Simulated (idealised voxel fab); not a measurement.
Process module name: voxel gate over fins
For reference, the cross-section in this document is cut, with width 280 nm and square cells of 5 nm.
Cross-section = grid of square cells, listed top down in bands; band = one or more rows. Heads up on the band format: heights come first, top then bottom, in nm. After that it's the materials left to right, each with its width in nm. A single material flagged "everywhere" fills the whole band edge to edge, and "air" means there's empty space there. We count height from 0. Below that, the starting wafer is all one material. The lowest band never ends at the bottom but goes on down; see "z 0 and below" for how that is written. A two-number width, for instance "30 to 40", indicates that the width is equal to the first number in the top row of the band and to the second number in the bottom row, and that it changes by a constant amount per row of cells. Given "no change occurred" for a step, no cell of the cross-section differs between before and after that step. "Sealed cavities" enumerates empty spaces isolated from the top, with no open way to it, that contain at least 8 cells, giving each as width x height at distance from the left edge, all three in nm. Formally, on a step line, whatever follows the settings is a remark that the simulator itself makes on the step. overlay nm: where the mask lay relative to plan, measured to the right, on steps with a mask; negatives go left.

The following list gives the planned process steps:
- 1: RECEIVE [material Si]
- 2: CONFORMAL_DEP [material SiN] [thk nm 10]
- 3: DIRECTIONAL_DEP [material aC] [thk nm 15]
- 4: PATTERN [tone cover] [mask id FINS] [material resist] [width nm 15] [pitch nm 50] [thk nm 30] [overlay nm -15]
- 5: DIRECTIONAL_ETCH [etch materials aC] [depth nm 15]
- 6: STRIP [etch materials resist]
- 7: DIRECTIONAL_ETCH [etch materials SiN] [depth nm 10]
- 8: DIRECTIONAL_ETCH [etch materials Si] [depth nm 30]
- 9: STRIP [etch materials aC]
- 10: OXIDIZE [depth nm 5]
- 11: FILL_DEP [material SiO2] [thk nm 15]
- 12: CMP [height nm 10]
- 13: MASKED_ETCH [tone open] [mask id RAIL] [width nm 15] [etch materials SiO2] [depth nm 35] [overlay nm 0]
- 14: CONFORMAL_DEP [material TiN] [thk nm 5]
- 15: FILL_DEP [material W] [thk nm 5]
- 16: CMP [height nm 10]
- 17: SELECTIVE_ETCH [etch materials W Ru TiN] [depth nm 25]
- 18: FILL_DEP [material SiO2] [thk nm 5]
- 19: CMP [height nm 10]
- 20: SELECTIVE_ETCH [etch materials SiO2] [depth nm 20]
- 21: STRIP [etch materials SiN]
- 22: CONFORMAL_DEP [material HfO2] [thk nm 5]
- 23: CONFORMAL_DEP [material TiN] [thk nm 5]
- 24: FILL_DEP [material W] [thk nm 15]
- 25: CMP [height nm 20]
- 26: CONFORMAL_DEP [material SiN] [thk nm 5]
Same starting wafers, different overlay nm at step 4. Plan value belongs to the first wafer.

Received wafers, first of several: cross-section after step 1:
* z 0 and below  Si everywhere
* Sealed cavities: none

Table: wafers, a row each; end-of-module cell change per material since receipt, gain (+), loss (-); then closed voids:
overlay nm -15, +72 HfO2, -364 Si, +56 SiN, +256 SiO2, +76 TiN, +184 W, Sealed cavities: none
overlay nm -10, +72 HfO2, -364 Si, +56 SiN, +254 SiO2, +77 TiN, +185 W, Sealed cavities: none
overlay nm -5, +72 HfO2, -364 Si, +56 SiN, +254 SiO2, +77 TiN, +185 W, Sealed cavities: none
overlay nm 0, +72 HfO2, -364 Si, +56 SiN, +254 SiO2, +77 TiN, +185 W, Sealed cavities: none
overlay nm 5, +72 HfO2, -364 Si, +56 SiN, +254 SiO2, +77 TiN, +185 W, Sealed cavities: none
overlay nm 10, +72 HfO2, -364 Si, +56 SiN, +254 SiO2, +77 TiN, +185 W, Sealed cavities: none
overlay nm 15, +72 HfO2, -364 Si, +56 SiN, +256 SiO2, +76 TiN, +184 W, Sealed cavities: none
